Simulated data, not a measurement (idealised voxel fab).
process module | voxel ribs on slabs
cross-section cut | 190 nm wide | cells 5 nm
A cross-section is a grid of square cells, given in bands from the top down. A band is one or more rows of cells.
Each band's line starts with the height of the band's top and of its bottom, in nm. Then come its materials from left to right, each with its width in nm. One material with "throughout" fills the band from edge to edge. "air" is empty space.
Height 0 is the level under which the wafer as received is all one material. The lowest band goes on downwards, as in "0 down".
A width such as "30 to 40" changes by the same amount from each row of cells to the next, from the band's top row to its bottom row.
"no change" after a step means that no cell of the cross-section changed.
closed voids: empty space of 8 cells or more with no open way to the top, each as width x height at its distance from the left edge, in nm
after a step's settings: what the simulator itself notes on the step
overlay nm, on a step with a mask: how far to the right of its planned place the mask lay; to the left if negative
plan
1 op RECEIVE | material Si
2 op DIRECTIONAL_DEP | material SiO2 | thk nm 25
3 op DIRECTIONAL_DEP | material SiN | thk nm 15
4 op PATTERN | tone cover | mask id RIB | material resist | width nm 25 | thk nm 20 | overlay nm 0
5 op DIRECTIONAL_ETCH | etch materials SiN | depth nm 10
6 op STRIP | etch materials resist
7 op MASKED_ETCH | tone cover | mask id SLAB | width nm 75 | etch materials SiN | depth nm 5 | overlay nm 0
8 op FILL_DEP | material SiO2 | thk nm 15
9 op CMP | height nm 50
10 op DIRECTIONAL_DEP | material W | thk nm 5
11 op PATTERN | tone cover | mask id HEATER | material resist | width nm 35 | thk nm 20 | overlay nm 0
12 op DIRECTIONAL_ETCH | etch materials W | depth nm 5
13 op STRIP | etch materials resist
14 op CONFORMAL_DEP | material SiN | thk nm 10
as received, after step 1
  0 down: Si throughout
  closed voids: none
first wafer at the end, as planned
  65 to 60: air 65 | SiN 55 | air 70
  60 to 55: SiN throughout
  55 to 50: SiN 75 | W 35 | SiN 80
  50 to 40: SiO2 throughout
  40 to 30: SiO2 80 | SiN 25 | SiO2 85
  30 to 25: SiO2 55 | SiN 75 | SiO2 60
  25 to 0: SiO2 throughout
  0 down: Si throughout
  closed voids: none
second wafer at the end: like start, like plan, one mistake
  65 to 60: air 65 | SiN 55 | air 70
  60 to 55: SiN throughout
  55 to 50: SiN 75 | W 35 | SiN 80
  50 to 40: SiO2 throughout
  40 to 30: SiO2 70 | SiN 25 | SiO2 95
  30 to 25: SiO2 55 | SiN 75 | SiO2 60
  25 to 0: SiO2 throughout
  0 down: Si throughout
  closed voids: none
what went wrong: step 4 ran as: op PATTERN | tone cover | mask id RIB | material resist | width nm 25 | thk nm 20 | overlay nm -10
at the end the second wafer has, in cells: as many of each material as the first, in other places
